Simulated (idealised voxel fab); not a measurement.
Proc. module: voxel wiring stack
The cross-section on display is named cut; it measures 250 nm wide, and its cells are 5 nm squares.
Cross-sections here: square-cell grids, written as top-down lists of bands, a band being one or more rows of cells. Within each band entry, the heights of the top and of the bottom of the band appear first, in that order and in nm; the materials of the band then follow from left to right, each with its corresponding width in nm. The designation "everywhere" on a single material indicates that it fills the band from edge to edge; the designation "empty" indicates empty space. Heights are expressed relative to 0, this being the level below which the as-received wafer comprises one material exclusively. The lowest band is unbounded in the downward direction and is denoted as in "0 down". A width given as "30->40" starts at the first number in the band's top row and ends at the second number in its bottom row, shifting by an equal amount at every step from row to row. "no modifications" -> step changed no cross-section cell. "Closed void inventory" specifies each empty space that is not open to the top and that occupies no fewer than 8 cells, using the form width x height at distance, the distance measured from the left edge and all three quantities in nm. If you see something after the settings on a step's line, that's the simulator's own remark about that step. Regarding "overlay nm": on a step with a mask, it is the distance the mask lay to the right of its planned place; a negative value places it to the left.

[Steps in the process plan]
1 RECEIVE: material Si
2 CONFORMAL_DEP: material SiO2, thk nm 10
3 DIRECTIONAL_DEP: material TiN, thk nm 5
4 DIRECTIONAL_DEP: material W, thk nm 25
5 PATTERN: tone cover, mask id METAL_1, material resist, width nm 30, pitch nm 55, thk nm 20, overlay nm 0
6 DIRECTIONAL_ETCH: etch materials W, depth nm 25
7 DIRECTIONAL_ETCH: etch materials TiN, depth nm 5
8 STRIP: etch materials resist
9 CONFORMAL_DEP: material SiN, thk nm 5
10 FILL_DEP: material SiO2, thk nm 10
11 CMP: height nm 40
12 CONFORMAL_DEP: material SiCN, thk nm 5
13 DIRECTIONAL_DEP: material SiO2, thk nm 30
14 PATTERN: tone open, mask id METAL_2_HOLES, material resist, width nm 15, pitch nm 55, thk nm 20, overlay nm 0
15 DIRECTIONAL_ETCH: etch materials SiO2, depth nm 30
16 STRIP: etch materials resist
17 PATTERN: tone open, mask id METAL_2, material resist, width nm 30, pitch nm 55, thk nm 20, overlay nm 0
18 DIRECTIONAL_ETCH: etch materials SiO2, depth nm 20
19 DIRECTIONAL_ETCH: etch materials SiCN, depth nm 5
20 STRIP: etch materials resist
21 CONFORMAL_DEP: material TiN, thk nm 5
22 FILL_DEP: material Ru, thk nm 5
23 CMP: height nm 75
24 CONFORMAL_DEP: material SiCN, thk nm 5
25 DIRECTIONAL_DEP: material SiO2, thk nm 35
26 MASKED_ETCH: tone open, mask id METAL_3_HOLES, width nm 15, pitch nm 55, etch materials SiO2, depth nm 35, overlay nm 0
27 MASKED_ETCH: tone open, mask id METAL_3, width nm 30, pitch nm 55, etch materials SiO2, depth nm 20, overlay nm 0
28 MASKED_ETCH: tone open, mask id METAL_3, width nm 30, pitch nm 55, etch materials SiCN, depth nm 5, overlay nm 0
29 CONFORMAL_DEP: material TiN, thk nm 5
30 FILL_DEP: material Cu, thk nm 10
31 CMP: height nm 115
32 CONFORMAL_DEP: material SiCN, thk nm 5

[Cross-section: wafer on arrival = after step 1]
> 0 down  Si everywhere
> Closed void inventory: none

[Looking at the first of two wafers in cross-section at end of module - ran to plan]
> 120 to 115  SiCN everywhere
> 115 to 100  80 SiO2, then 5 TiN, then 20 Cu, then 5 TiN, then 25 SiO2, then 5 TiN, then 20 Cu, then 5 TiN, then 85 SiO2
> 100 to 95  80 SiO2, then 5 TiN, then 5 Cu, then 20 TiN, then 25 SiO2, then 5 TiN, then 5 Cu, then 20 TiN, then 85 SiO2
> 95 to 80  80 SiO2, then 5 TiN, then 5 Cu, then 5 TiN, then 40 SiO2, then 5 TiN, then 5 Cu, then 5 TiN, then 100 SiO2
> 80 to 75  80 SiCN, then 15 TiN, then 40 SiCN, then 15 TiN, then 100 SiCN
> 75 to 60  80 SiO2, then 5 TiN, then 20 Ru, then 5 TiN, then 25 SiO2, then 5 TiN, then 20 Ru, then 5 TiN, then 85 SiO2
> 60 to 55  80 SiO2, then 5 TiN, then 5 Ru, then 20 TiN, then 25 SiO2, then 5 TiN, then 5 Ru, then 20 TiN, then 85 SiO2
> 55 to 45  80 SiO2, then 5 TiN, then 5 Ru, then 5 TiN, then 40 SiO2, then 5 TiN, then 5 Ru, then 5 TiN, then 100 SiO2
> 45 to 40  80 SiCN, then 15 TiN, then 40 SiCN, then 15 TiN, then 100 SiCN
> 40 to 15  75 SiO2, then 5 SiN, then 30 W, then 5 SiN, then 15 SiO2, then 5 SiN, then 30 W, then 5 SiN, then 80 SiO2
> 15 to 10  80 SiN, then 30 TiN, then 25 SiN, then 30 TiN, then 85 SiN
> 10 to 0  SiO2 everywhere
> 0 down  Si everywhere
> Closed void inventory: none

[second wafer at the end: like start, like plan, one mistake]
> 120 to 115  SiCN everywhere
> 115 to 100  90 Cu, then 5 TiN, then 15 SiO2, then 5 TiN, then 30 Cu, then 5 TiN, then 15 SiO2, then 5 TiN, then 80 Cu
> 100 to 95  85 TiN, then 5 Cu, then 5 TiN, then 15 SiO2, then 30 TiN, then 5 Cu, then 5 TiN, then 15 SiO2, then 85 TiN
> 95 to 80  80 SiO2, then 5 TiN, then 5 Cu, then 5 TiN, then 40 SiO2, then 5 TiN, then 5 Cu, then 5 TiN, then 100 SiO2
> 80 to 75  80 SiCN, then 15 TiN, then 40 SiCN, then 15 TiN, then 100 SiCN
> 75 to 60  80 SiO2, then 5 TiN, then 20 Ru, then 5 TiN, then 25 SiO2, then 5 TiN, then 20 Ru, then 5 TiN, then 85 SiO2
> 60 to 55  80 SiO2, then 5 TiN, then 5 Ru, then 20 TiN, then 25 SiO2, then 5 TiN, then 5 Ru, then 20 TiN, then 85 SiO2
> 55 to 45  80 SiO2, then 5 TiN, then 5 Ru, then 5 TiN, then 40 SiO2, then 5 TiN, then 5 Ru, then 5 TiN, then 100 SiO2
> 45 to 40  80 SiCN, then 15 TiN, then 40 SiCN, then 15 TiN, then 100 SiCN
> 40 to 15  75 SiO2, then 5 SiN, then 30 W, then 5 SiN, then 15 SiO2, then 5 SiN, then 30 W, then 5 SiN, then 80 SiO2
> 15 to 10  80 SiN, then 30 TiN, then 25 SiN, then 30 TiN, then 85 SiN
> 10 to 0  SiO2 everywhere
> 0 down  Si everywhere
> Closed void inventory: none
Heads up, the wafer didn't run the way we planned it: step 27 off recipe, ran as MASKED_ETCH: tone cover, mask id METAL_3, width nm 30, pitch nm 55, etch materials SiO2, depth nm 20, overlay nm 0
End check, counted in cells, second wafer has more or fewer of these materials than the first: 96 more of Cu | 128 fewer of SiO2 | 32 more of TiN
